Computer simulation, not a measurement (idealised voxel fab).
Process module under the name voxel lift off
The cross-section on display is named cut; it measures 300 nm wide, and its cells are 5 nm squares.
Bands, listed from the top down, are how a cross-section gets written in this document; the cross-section itself is a grid of square cells, and a band is one or more rows of them. Heights first: top, then bottom, in nm. Then materials, left to right, each with a width in nm. "full width" on a single material: fills the band edge to edge. "blank": empty space. Heights are reckoned from 0. Under this level, the received wafer is all of one material. The bottommost band is open-ended downward, for example "0 -> down". When a width is written as two numbers, as in "30->40", the first number is the width in the top row of cells of the band and the second is the width in its bottom row, and the width changes by the same amount from each row to the next. Take "nothing was modified" at face value: in the step it is given for, the cross-section changed in none of its cells. Completely sealed voids: empty space of 8 cells or more with no open way to the top, each as width x height at its distance from the left edge, in nm. Post-settings text on a step line: simulator's own remark regarding the step. overlay nm: mask offset rightward from planned place, masked step; negative means leftward offset.

Process steps - plan:
1,RECEIVE with material Si
2,CONFORMAL_DEP with material SiN, thk nm 10
3,PATTERN with tone open, mask id LINES, material resist, width nm 25, pitch nm 45, thk nm 15, overlay nm 0
4,DIRECTIONAL_DEP with material Ru, thk nm 5
5,STRIP with etch materials resist
6,CONFORMAL_DEP with material SiCN, thk nm 5

Wafer, first of two, run as planned:

Here's what the wafer looked like in cross-section when it arrived - that's after step 1:
  0 -> down  Si full width
  Completely sealed voids: none

Once step 2 is through, the wafer looks like this in cross-section:
  10 -> 0  SiN full width
  No changes below 0.

Once step 3 is through, the wafer looks like this in cross-section:
  25 -> 10  resist 70 / blank 25 / resist 20 / blank 25 / resist 20 / blank 25 / resist 20 / blank 25 / resist 70
  No changes below 10.

Once step 4 is through, the wafer looks like this in cross-section:
  30 -> 25  Ru 70 / blank 25 / Ru 20 / blank 25 / Ru 20 / blank 25 / Ru 20 / blank 25 / Ru 70
  25 -> 15  resist 70 / blank 25 / resist 20 / blank 25 / resist 20 / blank 25 / resist 20 / blank 25 / resist 70
  15 -> 10  resist 70 / Ru 25 / resist 20 / Ru 25 / resist 20 / Ru 25 / resist 20 / Ru 25 / resist 70
  No changes below 10.

Once step 5 is through, the wafer looks like this in cross-section:
  15 -> 10  blank 70 / Ru 25 / blank 20 / Ru 25 / blank 20 / Ru 25 / blank 20 / Ru 25 / blank 70
  No changes below 10.

Once step 6 is through, the wafer looks like this in cross-section:
  20 -> 15  blank 65 / SiCN 35 / blank 10 / SiCN 35 / blank 10 / SiCN 35 / blank 10 / SiCN 35 / blank 65
  15 -> 10  SiCN 70 / Ru 25 / SiCN 20 / Ru 25 / SiCN 20 / Ru 25 / SiCN 20 / Ru 25 / SiCN 70
  No changes below 10.

Here the second wafer is described. Its start and its plan were those of the first wafer. Its run contained one mistake. Up to and including step 1, it did exactly what the first wafer did:

Cross-section: second wafer, time at which step 2 was scheduled to end:
  5 -> 0  SiN full width
  No changes below 0.

Cross-section: second wafer, time at which step 3 was scheduled to end:
  20 -> 5  resist 70 / blank 25 / resist 20 / blank 25 / resist 20 / blank 25 / resist 20 / blank 25 / resist 70
  No changes below 5.

Cross-section: second wafer, time at which step 4 was scheduled to end:
  25 -> 20  Ru 70 / blank 25 / Ru 20 / blank 25 / Ru 20 / blank 25 / Ru 20 / blank 25 / Ru 70
  20 -> 10  resist 70 / blank 25 / resist 20 / blank 25 / resist 20 / blank 25 / resist 20 / blank 25 / resist 70
  10 -> 5  resist 70 / Ru 25 / resist 20 / Ru 25 / resist 20 / Ru 25 / resist 20 / Ru 25 / resist 70
  No changes below 5.

Cross-section: second wafer, time at which step 5 was scheduled to end:
  10 -> 5  blank 70 / Ru 25 / blank 20 / Ru 25 / blank 20 / Ru 25 / blank 20 / Ru 25 / blank 70
  No changes below 5.

Cross-section: second wafer, time at which step 6 was scheduled to end:
  15 -> 10  blank 65 / SiCN 35 / blank 10 / SiCN 35 / blank 10 / SiCN 35 / blank 10 / SiCN 35 / blank 65
  10 -> 5  SiCN 70 / Ru 25 / SiCN 20 / Ru 25 / SiCN 20 / Ru 25 / SiCN 20 / Ru 25 / SiCN 70
  No changes below 5.
Misprocessing identified: step 2 went in with a setting other than planned; the actual run was CONFORMAL_DEP with material SiN, thk nm 5
Final cells, second wafer relative to first, materials higher or lower: -60 SiN
